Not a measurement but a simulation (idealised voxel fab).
process module | voxel self aligned contacts
cross-section cut | 255 nm wide | cells 5 nm
A cross-section is a grid of square cells, given in bands from the top down. A band is one or more rows of cells.
Each band's line starts with the height of the band's top and of its bottom, in nm. Then come its materials from left to right, each with its width in nm. One material with "throughout" fills the band from edge to edge. "air" is empty space.
Height 0 is the level under which the wafer as received is all one material. The lowest band goes on downwards, as in "0 down".
A width such as "30 to 40" changes by the same amount from each row of cells to the next, from the band's top row to its bottom row.
"no change" after a step means that no cell of the cross-section changed.
closed voids: empty space of 8 cells or more with no open way to the top, each as width x height at its distance from the left edge, in nm
after a step's settings: what the simulator itself notes on the step
overlay nm, on a step with a mask: how far to the right of its planned place the mask lay; to the left if negative
plan
1 op RECEIVE | material Si
2 op CONFORMAL_DEP | material SiO2 | thk nm 5
3 op DIRECTIONAL_DEP | material polySi | thk nm 30
4 op DIRECTIONAL_DEP | material SiN | thk nm 25
5 op DIRECTIONAL_DEP | material aC | thk nm 15
6 op PATTERN | tone cover | mask id GATE | material resist | width nm 35 | pitch nm 75 | thk nm 35 | overlay nm 0
7 op DIRECTIONAL_ETCH | etch materials aC | depth nm 15
8 op STRIP | etch materials resist
9 op DIRECTIONAL_ETCH | etch materials SiN | depth nm 25
10 op DIRECTIONAL_ETCH | etch materials polySi | depth nm 30
11 op STRIP | etch materials aC
12 op CONFORMAL_DEP | material SiN | thk nm 10
13 op DIRECTIONAL_ETCH | etch materials SiN | depth nm 10
14 op FILL_DEP | material SiO2 | thk nm 15
15 op CMP | height nm 70
16 op MASKED_ETCH | tone open | mask id CONTACT | width nm 60 | etch materials SiO2 | depth nm 70 | overlay nm 0
17 op CONFORMAL_DEP | material TiN | thk nm 5
18 op FILL_DEP | material W | thk nm 10
19 op CMP | height nm 70
20 op CONFORMAL_DEP | material SiN | thk nm 5
as received, after step 1
  0 down: Si throughout
  closed voids: none
first wafer at the end, as planned
  75 to 70: SiN throughout
  70 to 60: SiO2 95 | TiN 5 to 25 | W 50 to 10 | TiN 5 to 25 | SiO2 100
  60 to 35: SiO2 60 | SiN 55 | TiN 5 | W 10 | TiN 5 | SiN 55 | SiO2 65
  35 to 5: SiO2 60 | SiN 10 | polySi 35 | SiN 10 | TiN 5 | W 10 | TiN 5 | SiN 10 | polySi 35 | SiN 10 | SiO2 65
  5 to 0: SiO2 115 | TiN 20 | SiO2 120
  0 down: Si throughout
  closed voids: none
second wafer at the end: like start, like plan, one mistake
  75 to 70: SiN throughout
  70 to 65: SiO2 95 | TiN 5 | W 50 | TiN 5 | SiO2 100
  65 to 60: SiO2 95 | TiN 60 | SiO2 100
  60 to 35: SiO2 55 | SiN 65 | TiN 10 | SiN 65 | SiO2 60
  35 to 5: SiO2 55 | SiN 10 | polySi 45 | SiN 10 | TiN 10 | SiN 10 | polySi 45 | SiN 10 | SiO2 60
  5 to 0: SiO2 120 | TiN 10 | SiO2 125
  0 down: Si throughout
  closed voids: none
what went wrong: step 6 ran as: op PATTERN | tone cover | mask id GATE | material resist | width nm 45 | pitch nm 75 | thk nm 35 | overlay nm 0
at the end the second wafer has, in cells: 20 more of SiN | 20 fewer of SiO2 | 24 fewer of W | 24 more of polySi
